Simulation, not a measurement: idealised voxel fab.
process module | voxel wiring stack
cross-section cut | 210 nm wide | cells 5 nm
A cross-section is a grid of square cells, given in bands from the top down. A band is one or more rows of cells.
Each band's line starts with the height of the band's top and of its bottom, in nm. Then come its materials from left to right, each with its width in nm. One material with "throughout" fills the band from edge to edge. "air" is empty space.
Height 0 is the level under which the wafer as received is all one material. The lowest band goes on downwards, as in "0 down".
A width such as "30 to 40" changes by the same amount from each row of cells to the next, from the band's top row to its bottom row.
"no change" after a step means that no cell of the cross-section changed.
closed voids: empty space of 8 cells or more with no open way to the top, each as width x height at its distance from the left edge, in nm
after a step's settings: what the simulator itself notes on the step
overlay nm, on a step with a mask: how far to the right of its planned place the mask lay; to the left if negative
plan
1 op RECEIVE | material Si
2 op CONFORMAL_DEP | material SiO2 | thk nm 15
3 op CONFORMAL_DEP | material SiN | thk nm 5
4 op DIRECTIONAL_DEP | material SiO2 | thk nm 15
5 op PATTERN | tone open | mask id METAL_1 | material resist | width nm 25 | pitch nm 50 | thk nm 20 | overlay nm 0
6 op DIRECTIONAL_ETCH | etch materials SiO2 | depth nm 15
7 op DIRECTIONAL_ETCH | etch materials SiN | depth nm 5
8 op STRIP | etch materials resist
9 op CONFORMAL_DEP | material TiN | thk nm 5
10 op FILL_DEP | material Cu | thk nm 5
11 op CMP | height nm 35
12 op CONFORMAL_DEP | material SiCN | thk nm 5
13 op DIRECTIONAL_DEP | material lowk | thk nm 25
14 op DIRECTIONAL_DEP | material aC | thk nm 10
15 op PATTERN | tone open | mask id METAL_2_HOLES | material resist | width nm 15 | pitch nm 50 | thk nm 25 | overlay nm 0
16 op DIRECTIONAL_ETCH | etch materials aC | depth nm 10
17 op STRIP | etch materials resist
18 op DIRECTIONAL_ETCH | etch materials lowk | depth nm 25
19 op STRIP | etch materials aC
20 op PATTERN | tone open | mask id METAL_2 | material resist | width nm 25 | pitch nm 50 | thk nm 20 | overlay nm 0
21 op DIRECTIONAL_ETCH | etch materials lowk | depth nm 15
22 op DIRECTIONAL_ETCH | etch materials SiCN | depth nm 5
23 op STRIP | etch materials resist
24 op CONFORMAL_DEP | material TiN | thk nm 5
25 op FILL_DEP | material Cu | thk nm 5
26 op CMP | height nm 65
27 op CONFORMAL_DEP | material SiCN | thk nm 5
28 op DIRECTIONAL_DEP | material lowk | thk nm 30
29 op MASKED_ETCH | tone open | mask id METAL_3 | width nm 25 | pitch nm 50 | etch materials lowk | depth nm 15 | overlay nm 0
30 op DIRECTIONAL_DEP | material aC | thk nm 15
31 op PATTERN | tone open | mask id METAL_3_HOLES | material resist | width nm 15 | pitch nm 50 | thk nm 30 | overlay nm 0
32 op DIRECTIONAL_ETCH | etch materials aC | depth nm 15
33 op STRIP | etch materials resist
34 op DIRECTIONAL_ETCH | etch materials lowk | depth nm 15
35 op DIRECTIONAL_ETCH | etch materials SiCN | depth nm 5
36 op STRIP | etch materials aC
37 op CONFORMAL_DEP | material TiN | thk nm 5
38 op FILL_DEP | material Cu | thk nm 10
39 op CMP | height nm 100
40 op CONFORMAL_DEP | material SiN | thk nm 5
as received, after step 1
  0 down: Si throughout
  closed voids: none
first wafer at the end, as planned
  105 to 100: SiN throughout
  100 to 90: lowk 65 | TiN 5 | Cu 15 | TiN 5 | lowk 25 | TiN 5 | Cu 15 | TiN 5 | lowk 70
  90 to 85: lowk 65 | TiN 5 | Cu 5 | TiN 15 | lowk 25 | TiN 5 | Cu 5 | TiN 15 | lowk 70
  85 to 70: lowk 65 | TiN 5 | Cu 5 | TiN 5 | lowk 35 | TiN 5 | Cu 5 | TiN 5 | lowk 80
  70 to 65: SiCN 65 | TiN 15 | SiCN 35 | TiN 15 | SiCN 80
  65 to 55: lowk 65 | TiN 5 | Cu 15 | TiN 5 | lowk 25 | TiN 5 | Cu 15 | TiN 5 | lowk 70
  55 to 50: lowk 65 | TiN 5 | Cu 5 | TiN 15 | lowk 25 | TiN 5 | Cu 5 | TiN 15 | lowk 70
  50 to 40: lowk 65 | TiN 5 | Cu 5 | TiN 5 | lowk 35 | TiN 5 | Cu 5 | TiN 5 | lowk 80
  40 to 35: SiCN 65 | TiN 15 | SiCN 35 | TiN 15 | SiCN 80
  35 to 20: SiO2 65 | TiN 5 | Cu 15 | TiN 5 | SiO2 25 | TiN 5 | Cu 15 | TiN 5 | SiO2 70
  20 to 15: SiN 65 | TiN 25 | SiN 25 | TiN 25 | SiN 70
  15 to 0: SiO2 throughout
  0 down: Si throughout
  closed voids: none
second wafer at the end: like start, like plan, one mistake
  105 to 100: SiN throughout
  100 to 90: Cu 75 | TiN 5 | lowk 10 | TiN 5 | Cu 30 | TiN 5 | lowk 10 | TiN 5 | Cu 65
  90 to 85: TiN 80 | lowk 10 | TiN 40 | lowk 10 | TiN 70
  85 to 70: lowk throughout
  70 to 65: SiCN throughout
  65 to 55: lowk 65 | TiN 5 | Cu 15 | TiN 5 | lowk 25 | TiN 5 | Cu 15 | TiN 5 | lowk 70
  55 to 50: lowk 65 | TiN 5 | Cu 5 | TiN 15 | lowk 25 | TiN 5 | Cu 5 | TiN 15 | lowk 70
  50 to 40: lowk 65 | TiN 5 | Cu 5 | TiN 5 | lowk 35 | TiN 5 | Cu 5 | TiN 5 | lowk 80
  40 to 35: SiCN 65 | TiN 15 | SiCN 35 | TiN 15 | SiCN 80
  35 to 20: SiO2 65 | TiN 5 | Cu 15 | TiN 5 | SiO2 25 | TiN 5 | Cu 15 | TiN 5 | SiO2 70
  20 to 15: SiN 65 | TiN 25 | SiN 25 | TiN 25 | SiN 70
  15 to 0: SiO2 throughout
  0 down: Si throughout
  closed voids: none
what went wrong: step 29 ran as: op MASKED_ETCH | tone cover | mask id METAL_3 | width nm 25 | pitch nm 50 | etch materials lowk | depth nm 15 | overlay nm 0
at the end the second wafer has, in cells: 48 more of Cu | 6 more of SiCN | 12 more of TiN | 66 fewer of lowk
